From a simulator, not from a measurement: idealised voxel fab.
The process module presented herein is designated voxel transistor to metal.
FYI the section here is cut, 270 nm wide, cells are 5 nm squares.
Cross-section layout: square cells on a grid; listed as bands, top to bottom; a band spans one or more cell rows.
What a band's entry tells you: where the top is and where the bottom is, as heights in nm, and after that what lies inside, material by material from left to right, each with its width in nm. Empty space is written as the word "empty", and a single material marked with the word "everywhere" occupies the band from edge to edge.
Height datum 0, below which the as-received substrate wafer is one material. Lowest band open at the bottom, running downward: "from 0 down".
Note: "30..40" means the width goes from the first number (top row of the band) to the second number (bottom row) in equal steps per row of cells.
"no alteration" after a step means that no cell of the cross-section changed.
"Sealed internal cavities" contains a list of empty spaces, each no smaller than 8 cells and without an open way to the top, written in the form width x height at distance with the distance from the left edge and all three in nm.
Heads up: the bit after the settings on a step's line is the simulator's remark on that step.
"overlay nm" answers the question of how far to the right of plan the mask lay on a step that has a mask, and when it is negative the answer is to the left.
The planned process steps are enumerated hereunder
1 RECEIVE (material Si)
2 OXIDIZE (depth nm 5)
3 CONFORMAL_DEP (material SiN; thk nm 15)
4 DIRECTIONAL_DEP (material aC; thk nm 10)
5 PATTERN (tone cover; mask id ACTIVE; material resist; width nm 105; pitch nm 125; thk nm 30; overlay nm 0)
6 DIRECTIONAL_ETCH (etch materials aC; depth nm 10)
7 STRIP (etch materials resist)
8 DIRECTIONAL_ETCH (etch materials SiN; depth nm 15)
9 DIRECTIONAL_ETCH (etch materials SiO2; depth nm 5)
10 DIRECTIONAL_ETCH (etch materials Si; depth nm 30)
11 STRIP (etch materials aC)
12 FILL_DEP (material SiO2; thk nm 10)
13 CMP (height nm 15)
14 SELECTIVE_ETCH (etch materials SiO2; depth nm 15)
15 STRIP (etch materials SiN)
16 SELECTIVE_ETCH (etch materials SiO2; depth nm 5)
17 OXIDIZE (depth nm 5)
18 DIRECTIONAL_DEP (material polySi; thk nm 20)
19 DIRECTIONAL_DEP (material SiCN; thk nm 15)
20 MASKED_ETCH (tone cover; mask id GATE; width nm 25; pitch nm 125; etch materials SiCN; depth nm 25; overlay nm 0)
21 MASKED_ETCH (tone cover; mask id GATE; width nm 25; pitch nm 125; etch materials polySi; depth nm 30; overlay nm 0)
22 CONFORMAL_DEP (material SiO2; thk nm 5)
23 DIRECTIONAL_ETCH (etch materials SiO2; depth nm 5)
24 CONFORMAL_DEP (material SiN; thk nm 5)
25 DIRECTIONAL_ETCH (etch materials SiN; depth nm 5)
26 DIRECTIONAL_ETCH (etch materials SiO2; depth nm 5)
27 EPI (material nSi; thk nm 5)
28 FILL_DEP (material SiO2; thk nm 10)
29 CMP (height nm 30)
30 DIRECTIONAL_DEP (material SiO2; thk nm 15)
31 DIRECTIONAL_DEP (material aC; thk nm 15)
32 PATTERN (tone open; mask id CONTACT; material resist; width nm 30; thk nm 35; overlay nm 0)
33 DIRECTIONAL_ETCH (etch materials aC; depth nm 15)
34 STRIP (etch materials resist)
35 DIRECTIONAL_ETCH (etch materials SiO2; depth nm 50)
36 STRIP (etch materials aC)
37 CONFORMAL_DEP (material TiN; thk nm 5)
38 FILL_DEP (material Ru; thk nm 10)
39 CMP (height nm 45)
40 DIRECTIONAL_DEP (material TiN; thk nm 5)
41 DIRECTIONAL_DEP (material W; thk nm 25)
42 MASKED_ETCH (tone cover; mask id METAL_1; width nm 20; etch materials W; depth nm 25; overlay nm 0)
43 MASKED_ETCH (tone cover; mask id METAL_1; width nm 20; etch materials TiN; depth nm 5; overlay nm 0)
44 FILL_DEP (material lowk; thk nm 5)
45 CMP (height nm 75)
46 CONFORMAL_DEP (material SiN; thk nm 5)
Wafer at receipt (post step 1), cross-section
  from 0 down = Si everywhere
  Sealed internal cavities: none
Wafer cross-section at end of module: start and plan as shown above, one execution error
  from 80 to 75 = SiN everywhere
  from 75 to 50 = 25 of lowk, 20 of W, 55 of lowk, 20 of W, 30 of lowk, 20 of W, 55 of lowk, 20 of W, 25 of lowk
  from 50 to 45 = 25 of lowk, 20 of TiN, 55 of lowk, 20 of TiN, 30 of lowk, 20 of TiN, 55 of lowk, 20 of TiN, 25 of lowk
  from 45 to 35 = 20 of Ru, 5 of TiN, 30 of SiO2, 5 of TiN, 25 of Ru, 5 of TiN, 30 of SiO2, 5 of TiN, 20 of Ru, 5 of TiN, 30 of SiO2, 5 of TiN, 25 of Ru, 5 of TiN, 30 of SiO2, 5 of TiN, 20 of Ru
  from 35 to 30 = 20 of Ru, 5 of TiN, 30 of SiO2, 35 of TiN, 30 of SiO2, 5 of TiN, 20 of Ru, 5 of TiN, 30 of SiO2, 35 of TiN, 30 of SiO2, 5 of TiN, 20 of Ru
  from 30 to 15 = 20 of Ru, 5 of TiN, 25 of SiO2, 5 of SiN, 5 of TiN, 25 of SiCN, 5 of TiN, 5 of SiN, 25 of SiO2, 5 of TiN, 20 of Ru, 5 of TiN, 25 of SiO2, 5 of SiN, 5 of TiN, 25 of SiCN, 5 of TiN, 5 of SiN, 25 of SiO2, 5 of TiN, 20 of Ru
  from 15 to 0 = 20 of Ru, 5 of TiN, 25 of SiO2, 5 of SiN, 5 of TiN, 25 of polySi, 5 of TiN, 5 of SiN, 25 of SiO2, 5 of TiN, 20 of Ru, 5 of TiN, 25 of SiO2, 5 of SiN, 5 of TiN, 25 of polySi, 5 of TiN, 5 of SiN, 25 of SiO2, 5 of TiN, 20 of Ru
  from 0 to -5 = 25 of TiN, 25 of SiO2, 5 of SiN, 5 of TiN, 25 of polySi, 5 of TiN, 5 of SiN, 25 of SiO2, 30 of TiN, 25 of SiO2, 5 of SiN, 5 of TiN, 25 of polySi, 5 of TiN, 5 of SiN, 25 of SiO2, 25 of TiN
  from -5 to -10 = 15 of SiO2, 35 of nSi, 45 of SiO2, 35 of nSi, 10 of SiO2, 35 of nSi, 45 of SiO2, 35 of nSi, 15 of SiO2
  from -10 to -35 = 20 of SiO2, 105 of Si, 20 of SiO2, 105 of Si, 20 of SiO2
  from -35 down = Si everywhere
  Sealed internal cavities: none
Where did the run depart from the plan? heads up, step 32 didn't go per plan, it actually ran as PATTERN (tone cover; mask id CONTACT; material resist; width nm 30; thk nm 35; overlay nm 0)
